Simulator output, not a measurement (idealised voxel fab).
process module | voxel gate over fins
cross-section cut | 250 nm wide | cells 5 nm
A cross-section is a grid of square cells, given in bands from the top down. A band is one or more rows of cells.
Each band's line starts with the height of the band's top and of its bottom, in nm. Then come its materials from left to right, each with its width in nm. One material with "throughout" fills the band from edge to edge. "air" is empty space.
Height 0 is the level under which the wafer as received is all one material. The lowest band goes on downwards, as in "0 down".
A width such as "30 to 40" changes by the same amount from each row of cells to the next, from the band's top row to its bottom row.
"no change" after a step means that no cell of the cross-section changed.
closed voids: empty space of 8 cells or more with no open way to the top, each as width x height at its distance from the left edge, in nm
after a step's settings: what the simulator itself notes on the step
overlay nm, on a step with a mask: how far to the right of its planned place the mask lay; to the left if negative
plan
1 op RECEIVE | material Si
2 op CONFORMAL_DEP | material SiN | thk nm 10
3 op PATTERN | tone cover | mask id FINS | material resist | width nm 15 | pitch nm 50 | thk nm 20 | overlay nm 0
4 op DIRECTIONAL_ETCH | etch materials SiN | depth nm 10
5 op DIRECTIONAL_ETCH | etch materials Si | depth nm 30
6 op STRIP | etch materials resist
7 op FILL_DEP | material SiO2 | thk nm 5
8 op CMP | height nm 10
9 op MASKED_ETCH | tone open | mask id RAIL | width nm 15 | etch materials SiO2 | depth nm 35 | overlay nm 0
10 op CONFORMAL_DEP | material TiN | thk nm 5
11 op FILL_DEP | material W | thk nm 10
12 op CMP | height nm 10
13 op SELECTIVE_ETCH | etch materials W Ru TiN | depth nm 30
14 op FILL_DEP | material SiO2 | thk nm 5
15 op CMP | height nm 10
16 op SELECTIVE_ETCH | etch materials SiO2 | depth nm 25
17 op STRIP | etch materials SiN
18 op CONFORMAL_DEP | material HfO2 | thk nm 5
19 op CONFORMAL_DEP | material TiN | thk nm 5
20 op CONFORMAL_DEP | material TiAl | thk nm 5
21 op CONFORMAL_DEP | material TiN | thk nm 5
22 op FILL_DEP | material W | thk nm 15
23 op CMP | height nm 30
24 op CONFORMAL_DEP | material SiCN | thk nm 5
as received, after step 1
  0 down: Si throughout
  closed voids: none
a wafer at the end: this start, this plan, one mistake
  35 to 30: SiCN throughout
  30 to 20: W throughout
  20 to 15: W 45 | TiN 155 | W 50
  15 to 10: W 45 | TiN 5 | TiAl 45 | TiN 5 | TiAl 45 | TiN 5 | TiAl 45 | TiN 5 | W 50
  10 to 5: W 45 | TiN 5 | TiAl 5 | TiN 35 | TiAl 5 | TiN 5 | TiAl 5 | TiN 35 | TiAl 5 | TiN 5 | TiAl 5 | TiN 35 | TiAl 5 | TiN 5 | W 50
  5 to 0: TiN 50 | TiAl 5 | TiN 5 | HfO2 25 | TiN 5 | TiAl 5 | TiN 5 | TiAl 5 | TiN 5 | HfO2 25 | TiN 5 | TiAl 5 | TiN 5 | TiAl 5 | TiN 5 | HfO2 25 | TiN 5 | TiAl 5 | TiN 55
  0 to -5: TiAl 55 | TiN 5 | HfO2 5 | Si 15 | HfO2 5 | TiN 5 | TiAl 15 | TiN 5 | HfO2 5 | Si 15 | HfO2 5 | TiN 5 | TiAl 15 | TiN 5 | HfO2 5 | Si 15 | HfO2 5 | TiN 5 | TiAl 60
  -5 to -10: TiN 60 | HfO2 5 | Si 15 | HfO2 5 | TiN 25 | HfO2 5 | Si 15 | HfO2 5 | TiN 25 | HfO2 5 | Si 15 | HfO2 5 | TiN 65
  -10 to -15: HfO2 65 | Si 15 | HfO2 35 | Si 15 | HfO2 35 | Si 15 | HfO2 70
  -15 to -20: SiO2 65 | Si 15 | SiO2 35 | Si 15 | SiO2 35 | Si 15 | SiO2 70
  -20 to -25: SiO2 65 | Si 15 | SiO2 10 | TiN 15 | SiO2 10 | Si 15 | SiO2 35 | Si 15 | SiO2 70
  -25 to -60: SiO2 65 | Si 15 | SiO2 35 | Si 15 | SiO2 35 | Si 15 | SiO2 70
  -60 down: Si throughout
  closed voids: none
what went wrong: step 5 was run twice
